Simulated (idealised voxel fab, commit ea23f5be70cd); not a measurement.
process module | voxel fin reveal
cross-section cut | 250 nm wide | cells 5 nm
A cross-section is a grid of square cells, given in bands from the top down. A band is one or more rows of cells.
Each band's line starts with the height of the band's top and of its bottom, in nm. Then come its materials from left to right, each with its width in nm. One material with "throughout" fills the band from edge to edge. "air" is empty space.
Height 0 is the level under which the wafer as received is all one material. The lowest band goes on downwards, as in "0 down".
A width such as "30 to 40" changes by the same amount from each row of cells to the next, from the band's top row to its bottom row.
"no change" after a step means that no cell of the cross-section changed.
closed voids: empty space of 8 cells or more with no open way to the top, each as width x height at its distance from the left edge, in nm
after a step's settings: what the simulator itself notes on the step
overlay nm, on a step with a mask: how far to the right of its planned place the mask lay; to the left if negative
plan
1 op RECEIVE | material Si
2 op CONFORMAL_DEP | material SiN | thk nm 10
3 op DIRECTIONAL_DEP | material aC | thk nm 15
4 op PATTERN | tone cover | mask id FINS | material resist | width nm 15 | pitch nm 40 | thk nm 35 | overlay nm 0
5 op DIRECTIONAL_ETCH | etch materials aC | depth nm 15
6 op STRIP | etch materials resist
7 op DIRECTIONAL_ETCH | etch materials SiN | depth nm 10
8 op DIRECTIONAL_ETCH | etch materials Si | depth nm 30
9 op STRIP | etch materials aC
10 op OXIDIZE | depth nm 5
11 op FILL_DEP | material SiO2 | thk nm 5
12 op CMP | height nm 10
13 op SELECTIVE_ETCH | etch materials SiO2 | depth nm 30
14 op STRIP | etch materials SiN
15 op CONFORMAL_DEP | material SiO2 | thk nm 5
as received, after step 1
  0 down: Si throughout
  closed voids: none
a wafer at the end: this start, this plan, one mistake
  5 to 0: air 75 | SiO2 15 | air 25 | SiO2 15 | air 25 | SiO2 15 | air 80
  0 to -30: air 75 | SiO2 5 | Si 5 | SiO2 5 | air 25 | SiO2 5 | Si 5 | SiO2 5 | air 25 | SiO2 5 | Si 5 | SiO2 5 | air 80
  -30 to -35: SiO2 80 | Si 5 | SiO2 35 | Si 5 | SiO2 35 | Si 5 | SiO2 85
  -35 down: Si throughout
  closed voids: none
what went wrong: step 13 was run twice
